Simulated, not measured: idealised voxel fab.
This is a process module. Its name is voxel self aligned vias.
180 nm wide, 5 nm square cells: that's cross-section cut.
Bands, listed from the top down, are how a cross-section gets written in this document; the cross-section itself is a grid of square cells, and a band is one or more rows of them.
Band: top height; bottom height; in nm. Then, left to right: material with width in nm, for each material. "everywhere": a single material spanning edge to edge. "blank": empty space.
Heights are measured from 0, the level below which the as-received wafer is all one material; the lowest band has no bottom and continues downward, written as in "0..down".
Note: "30->40" means the width goes from the first number (top row of the band) to the second number (bottom row) in equal steps per row of cells.
Step marked "no alterations made"? Then no cell in the cross-section changed in it.
In the "Enclosed void entries" entry, you get each enclosed empty space of 8 cells or more, one with no open way to the top, written width x height at distance, distance from the left edge, in nm.
On a step's line, text after the settings is the simulator commenting on that step.
A step line may carry the setting "overlay nm", which, for steps involving a mask, states the distance by which the mask lay to the right of its intended position; negative values denote displacement to the left.
### Steps planned for the process
- 1: RECEIVE with material Si
- 2: CONFORMAL_DEP with material SiO2, thk nm 10
- 3: CONFORMAL_DEP with material SiCN, thk nm 5
- 4: DIRECTIONAL_DEP with material SiO2, thk nm 20
- 5: MASKED_ETCH with tone open, mask id LINES, width nm 25, pitch nm 70, etch materials SiO2, depth nm 20, overlay nm 0
- 6: CONFORMAL_DEP with material TiN, thk nm 5
- 7: FILL_DEP with material W, thk nm 10
- 8: CMP with height nm 35
- 9: SELECTIVE_ETCH with etch materials W Ru TiN, depth nm 5
- 10: FILL_DEP with material SiN, thk nm 10
- 11: CMP with height nm 35
- 12: DIRECTIONAL_DEP with material SiO2, thk nm 20
- 13: PATTERN with tone open, mask id VIAS, material resist, width nm 45, pitch nm 70, thk nm 15, overlay nm 0
- 14: DIRECTIONAL_ETCH with etch materials SiO2, depth nm 20
- 15: DIRECTIONAL_ETCH with etch materials SiN, depth nm 5
- 16: STRIP with etch materials resist
- 17: CONFORMAL_DEP with material TiN, thk nm 5
- 18: FILL_DEP with material Cu, thk nm 10
- 19: CMP with height nm 55
- 20: CONFORMAL_DEP with material SiN, thk nm 5
### So this is the incoming wafer in cross-section - it's already been through step 1
0..down: Si everywhere
Enclosed void entries: none
### Below is the wafer in cross-section after the module was completed. It began from the starting point shown above and followed the plan shown above, except that one mistake was made while running it
60..55: SiN everywhere
55..40: SiO2 30 nm  TiN 5 nm  Cu 35 nm  TiN 5 nm  SiO2 25 nm  TiN 5 nm  Cu 35 nm  TiN 5 nm  SiO2 35 nm
40..35: SiO2 30 nm  TiN 20 nm  Cu 10 nm  TiN 15 nm  SiO2 25 nm  TiN 20 nm  Cu 10 nm  TiN 15 nm  SiO2 35 nm
35..30: SiO2 45 nm  TiN 20 nm  SiO2 50 nm  TiN 20 nm  SiO2 45 nm
30..20: SiO2 45 nm  TiN 5 nm  W 10 nm  TiN 5 nm  SiO2 50 nm  TiN 5 nm  W 10 nm  TiN 5 nm  SiO2 45 nm
20..15: SiO2 45 nm  TiN 20 nm  SiO2 50 nm  TiN 20 nm  SiO2 45 nm
15..10: SiCN everywhere
10..0: SiO2 everywhere
0..down: Si everywhere
Enclosed void entries: none
Deviation noted in wafer processing: it should be noted that step 5 was executed with settings other than those planned, the operation and settings actually applied being MASKED_ETCH with tone open, mask id LINES, width nm 20, pitch nm 70, etch materials SiO2, depth nm 20, overlay nm 0
